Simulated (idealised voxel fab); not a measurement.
This is a process module. Its name is voxel double patterning.
Displayed cross-section: cut, width of 245 nm, square cells sized 5 nm.
In what follows, cross-sections appear as grids of square cells, described through bands that run from the top down, where every band is one or more rows of cells. Look at the band entry: it leads with the top's height and the bottom's height in nm. Then it lists the materials left to right, with a width in nm for each. The word "everywhere" on a single material says that material fills the band edge to edge. The word "empty" is empty space. Beneath 0, the wafer as received is one material, and that level is where height counting begins. The lowest band goes on downward without a bottom; it is written like "0..down". A width given as "30->40" starts at the first number in the band's top row and ends at the second number in its bottom row, shifting by an equal amount at every step from row to row. "nothing changed" after a step means that no cell of the cross-section changed. Unvented internal voids: empty space of 8 cells or more with no open way to the top, each as width x height at its distance from the left edge, in nm. Text after the settings on a step's line: the simulator's own remark on that step. overlay nm: right-of-plan distance of the mask on a masked step; negative values mean left-of-plan.

SET OUT BELOW ARE THE PLANNED STEPS OF THE PROCESS
1: RECEIVE | material Si
2: CONFORMAL_DEP | material SiO2 | thk nm 10
3: DIRECTIONAL_DEP | material W | thk nm 20
4: DIRECTIONAL_DEP | material SiCN | thk nm 10
5: MASKED_ETCH | tone open | mask id FIRST | width nm 15 | pitch nm 50 | etch materials SiCN | depth nm 10 | overlay nm 0
6: MASKED_ETCH | tone open | mask id SECOND | width nm 15 | etch materials SiCN | depth nm 10 | overlay nm 0
7: DIRECTIONAL_ETCH | etch materials W | depth nm 20
8: STRIP | etch materials SiCN

AS RECEIVED (POST STEP 1): CROSS-SECTION
- 0..down = Si everywhere
- Unvented internal voids: none

WAFER CROSS-SECTION AT END OF MODULE: START AND PLAN AS SHOWN ABOVE, ONE EXECUTION ERROR
- 30..10 = 85 W, 15 empty, 15 W, 15 empty, 5 W, 15 empty, 95 W
- 10..0 = SiO2 everywhere
- 0..down = Si everywhere
- Unvented internal voids: none
Diagnosis: step 5 ran differently from the plan; actual operation with settings: MASKED_ETCH | tone open | mask id FIRST | width nm 15 | pitch nm 50 | etch materials SiCN | depth nm 10 | overlay nm -5
